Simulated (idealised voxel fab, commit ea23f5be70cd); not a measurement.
process module | voxel wiring stack
cross-section cut | 270 nm wide | cells 5 nm
A cross-section is a grid of square cells, given in bands from the top down. A band is one or more rows of cells.
Each band's line starts with the height of the band's top and of its bottom, in nm. Then come its materials from left to right, each with its width in nm. One material with "throughout" fills the band from edge to edge. "air" is empty space.
Height 0 is the level under which the wafer as received is all one material. The lowest band goes on downwards, as in "0 down".
A width such as "30 to 40" changes by the same amount from each row of cells to the next, from the band's top row to its bottom row.
"no change" after a step means that no cell of the cross-section changed.
closed voids: empty space of 8 cells or more with no open way to the top, each as width x height at its distance from the left edge, in nm
after a step's settings: what the simulator itself notes on the step
overlay nm, on a step with a mask: how far to the right of its planned place the mask lay; to the left if negative
plan
1 op RECEIVE | material Si
2 op CONFORMAL_DEP | material SiO2 | thk nm 15
3 op DIRECTIONAL_DEP | material TiN | thk nm 5
4 op DIRECTIONAL_DEP | material Ru | thk nm 20
5 op MASKED_ETCH | tone cover | mask id METAL_1 | width nm 25 | pitch nm 45 | etch materials Ru | depth nm 20 | overlay nm 0
6 op MASKED_ETCH | tone cover | mask id METAL_1 | width nm 25 | pitch nm 45 | etch materials TiN | depth nm 5 | overlay nm 0
7 op CONFORMAL_DEP | material SiCN | thk nm 5
8 op FILL_DEP | material SiO2 | thk nm 10
9 op CMP | height nm 40
10 op CONFORMAL_DEP | material SiCN | thk nm 5
11 op DIRECTIONAL_DEP | material lowk | thk nm 30
12 op DIRECTIONAL_DEP | material aC | thk nm 10
13 op PATTERN | tone open | mask id METAL_2_HOLES | material resist | width nm 15 | pitch nm 45 | thk nm 25 | overlay nm 0
14 op DIRECTIONAL_ETCH | etch materials aC | depth nm 10
15 op STRIP | etch materials resist
16 op DIRECTIONAL_ETCH | etch materials lowk | depth nm 30
17 op STRIP | etch materials aC
18 op MASKED_ETCH | tone open | mask id METAL_2 | width nm 25 | pitch nm 45 | etch materials lowk | depth nm 15 | overlay nm 0
19 op MASKED_ETCH | tone open | mask id METAL_2 | width nm 25 | pitch nm 45 | etch materials SiCN | depth nm 5 | overlay nm 0
20 op CONFORMAL_DEP | material TiN | thk nm 5
21 op FILL_DEP | material Ru | thk nm 10
22 op CMP | height nm 75
23 op CONFORMAL_DEP | material SiCN | thk nm 5
24 op DIRECTIONAL_DEP | material lowk | thk nm 10
25 op PATTERN | tone open | mask id PLUG_2 | material resist | width nm 15 | pitch nm 45 | thk nm 20 | overlay nm 0
26 op DIRECTIONAL_ETCH | etch materials lowk | depth nm 10
27 op DIRECTIONAL_ETCH | etch materials SiCN | depth nm 5
28 op STRIP | etch materials resist
29 op EPI | material Ru | thk nm 10
30 op EPI | material Ru | thk nm 5
31 op DIRECTIONAL_DEP | material TiN | thk nm 5
32 op DIRECTIONAL_DEP | material W | thk nm 25
33 op MASKED_ETCH | tone cover | mask id METAL_3 | width nm 25 | pitch nm 45 | etch materials W | depth nm 25 | overlay nm 0
34 op MASKED_ETCH | tone cover | mask id METAL_3 | width nm 25 | pitch nm 45 | etch materials TiN | depth nm 5 | overlay nm 0
35 op FILL_DEP | material lowk | thk nm 10
36 op CMP | height nm 120
37 op CONFORMAL_DEP | material SiCN | thk nm 5
as received, after step 1
  0 down: Si throughout
  closed voids: none
a wafer at the end: this start, this plan, one mistake
  125 to 120: SiCN throughout
  120 to 95: lowk 75 | W 25 | lowk 20 | W 25 | lowk 20 | W 25 | lowk 80
  95 to 90: lowk 75 | TiN 25 | lowk 20 | TiN 25 | lowk 20 | TiN 25 | lowk 80
  90 to 80: lowk 75 | Ru 15 | lowk 30 | Ru 15 | lowk 30 | Ru 15 | lowk 90
  80 to 75: SiCN 75 | Ru 15 | SiCN 30 | Ru 15 | SiCN 30 | Ru 15 | SiCN 90
  75 to 65: lowk 75 | TiN 5 | Ru 5 | TiN 5 | lowk 30 | TiN 5 | Ru 5 | TiN 5 | lowk 30 | TiN 5 | Ru 5 | TiN 5 | lowk 90
  65 to 60: lowk 75 | TiN 15 | lowk 30 | TiN 15 | lowk 30 | TiN 15 | lowk 90
  60 to 45: lowk throughout
  45 to 40: SiCN throughout
  40 to 20: SiO2 70 | SiCN 5 | Ru 25 | SiCN 5 | SiO2 10 | SiCN 5 | Ru 25 | SiCN 5 | SiO2 10 | SiCN 5 | Ru 25 | SiCN 5 | SiO2 75
  20 to 15: SiCN 75 | TiN 25 | SiCN 20 | TiN 25 | SiCN 20 | TiN 25 | SiCN 80
  15 to 0: SiO2 throughout
  0 down: Si throughout
  closed voids: none
what went wrong: step 11 was run twice
